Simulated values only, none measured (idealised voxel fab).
The document below concerns the process module designated voxel self aligned vias.
170 nm wide, 5 nm square cells: that's cross-section cut.
In what follows, cross-sections appear as grids of square cells, described through bands that run from the top down, where every band is one or more rows of cells. For a band, the entry starts with two heights in nm, that of the top and then that of the bottom, and carries on with the band's materials in order from left to right, each alongside its width in nm; the word "full width" beside a single material means it fills the band edge to edge, and "air" means empty space. The reference from which all heights are counted is 0, the level beneath which the as-received wafer is entirely one material; the lowest band, having no lower bound, proceeds downward and is written after the example "0 and below". Width "30 to 40": first value at the band's top row of cells, second value at its bottom row, equal change from row to row. Key: "nothing got changed" - step with no changed cell in the cross-section. Closed-off voids of 8+ cells (no open route to the top) go in "Unvented cavities", written width x height at distance from the left edge, in nm. Text after the settings on a step's line: the simulator's own remark on that step. Steps that use a mask can have "overlay nm" on their line. It says how far the mask sat to the right of where it was meant to be. Negative means to the left.
Process steps - plan
- 1: RECEIVE (material Si)
- 2: CONFORMAL_DEP (material SiO2; thk nm 15)
- 3: CONFORMAL_DEP (material SiCN; thk nm 5)
- 4: DIRECTIONAL_DEP (material SiO2; thk nm 30)
- 5: MASKED_ETCH (tone open; mask id LINES; width nm 30; pitch nm 75; etch materials SiO2; depth nm 30; overlay nm 0)
- 6: CONFORMAL_DEP (material TiN; thk nm 5)
- 7: FILL_DEP (material W; thk nm 5)
- 8: CMP (height nm 50)
- 9: SELECTIVE_ETCH (etch materials W Ru TiN; depth nm 10)
- 10: FILL_DEP (material SiN; thk nm 5)
- 11: CMP (height nm 50)
- 12: DIRECTIONAL_DEP (material SiO2; thk nm 20)
- 13: PATTERN (tone open; mask id VIAS; material resist; width nm 50; pitch nm 75; thk nm 20; overlay nm -5)
- 14: DIRECTIONAL_ETCH (etch materials SiO2; depth nm 20)
- 15: DIRECTIONAL_ETCH (etch materials SiN; depth nm 10)
- 16: STRIP (etch materials resist)
- 17: CONFORMAL_DEP (material TiN; thk nm 5)
- 18: FILL_DEP (material Cu; thk nm 5)
- 19: CMP (height nm 70)
- 20: CONFORMAL_DEP (material SiCN; thk nm 5)
Wafers differ in overlay nm at step 13; plan lists the first wafer's value; identical starting state.
The first of several wafers in cross-section, exactly as it reached us after step 1
0 and below  Si full width
Unvented cavities: none
Table: wafers, a row each; end-of-module cell change per material since receipt, gain (+), loss (-); then closed voids
overlay nm -5, +64 Cu, +68 SiCN, +290 SiO2, +64 TiN, +24 W, Unvented cavities: none
overlay nm 0, +64 Cu, +68 SiCN, +290 SiO2, +64 TiN, +24 W, Unvented cavities: none
overlay nm 5, +64 Cu, +68 SiCN, +290 SiO2, +64 TiN, +24 W, Unvented cavities: none
overlay nm 10, +64 Cu, +68 SiCN, +290 SiO2, +64 TiN, +24 W, Unvented cavities: none
